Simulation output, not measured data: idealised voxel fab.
The process module presented herein is designated voxel self aligned contacts.
Square cell edge 5 nm, section width 260 nm, ID cut.
Cross-section spec: square-cell grid; bands listed top down; each band is one or more rows.
What a band's entry tells you: where the top is and where the bottom is, as heights in nm, and after that what lies inside, material by material from left to right, each with its width in nm. Empty space is written as the word "air", and a single material marked with the word "all across" occupies the band from edge to edge.
Note: height 0 marks the level under which the wafer is uniformly one material as received. Lowest band unbounded below, written "top 0, no bottom".
A width such as "30->40" changes by the same amount from each row of cells to the next, from the band's top row to its bottom row.
The cross-section has no changed cell in any step marked "stayed the same".
Empty spaces counting at least 8 cells and having no open way to the top are listed in "Closed void inventory". The notation width x height at distance is used for each, the distance being from the left edge and all three values in nm.
On each step's line, the part that comes after the settings is the simulator's own comment on the step.
overlay nm: where the mask lay relative to plan, measured to the right, on steps with a mask; negatives go left.

**Below is the list of planned process steps**
1 RECEIVE with material Si
2 OXIDIZE with depth nm 5
3 DIRECTIONAL_DEP with material polySi, thk nm 20
4 DIRECTIONAL_DEP with material SiN, thk nm 20
5 DIRECTIONAL_DEP with material aC, thk nm 15
6 PATTERN with tone cover, mask id GATE, material resist, width nm 25, pitch nm 50, thk nm 30, overlay nm 0
7 DIRECTIONAL_ETCH with etch materials aC, depth nm 15
8 STRIP with etch materials resist
9 DIRECTIONAL_ETCH with etch materials SiN, depth nm 20
10 DIRECTIONAL_ETCH with etch materials polySi, depth nm 20
11 STRIP with etch materials aC
12 CONFORMAL_DEP with material SiN, thk nm 5
13 DIRECTIONAL_ETCH with etch materials SiN, depth nm 5
14 FILL_DEP with material SiO2, thk nm 15
15 CMP with height nm 45
16 DIRECTIONAL_DEP with material aC, thk nm 15
17 PATTERN with tone open, mask id CONTACT, material resist, width nm 35, thk nm 30, overlay nm 0
18 DIRECTIONAL_ETCH with etch materials aC, depth nm 15
19 STRIP with etch materials resist
20 DIRECTIONAL_ETCH with etch materials SiO2, depth nm 50
21 STRIP with etch materials aC
22 CONFORMAL_DEP with material TiN, thk nm 5
23 FILL_DEP with material W, thk nm 5
24 CMP with height nm 45
25 CONFORMAL_DEP with material SiN, thk nm 5

**Delivered wafer in cross-section: state after step 1**
* top 0, no bottom  Si all across
* Closed void inventory: none

**Cross-sectional view of the first of the two wafers upon completion of the module, processed in accordance with the plan**
* top 50, bottom 45  SiN all across
* top 45, bottom 40  SiO2=110  TiN=15  W=5  TiN=15  SiO2=115
* top 40, bottom 20  SiO2=85  SiN=35  TiN=5  W=5  TiN=5  SiN=35  SiO2=90
* top 20, bottom 0  SiO2=85  SiN=5  polySi=25  SiN=5  TiN=5  W=5  TiN=5  SiN=5  polySi=25  SiN=5  SiO2=90
* top 0, bottom -5  SiO2=120  TiN=15  SiO2=125
* top -5, no bottom  Si all across
* Closed void inventory: none

**Wafer two cross-section, module end. Start and plan unchanged from wafer one; one mistake made during the run**
* top 50, bottom 45  SiN all across
* top 45, bottom 40  SiO2=110  TiN=5  W=5  TiN=25  SiO2=115
* top 40, bottom 20  SiO2=75  SiN=35  TiN=5  W=5  TiN=5  SiN=35  SiO2=100
* top 20, bottom 0  SiO2=75  SiN=5  polySi=25  SiN=5  TiN=5  W=5  TiN=5  SiN=5  polySi=25  SiN=5  SiO2=100
* top 0, bottom -5  SiO2=110  TiN=15  SiO2=135
* top -5, no bottom  Si all across
* Closed void inventory: none
Nonconformance to the process plan: step 6 off recipe, ran as PATTERN with tone cover, mask id GATE, material resist, width nm 25, pitch nm 50, thk nm 30, overlay nm -10
Same inventory, different map: at the end, the second wafer holds as many cells of each material as the first, placed elsewhere.
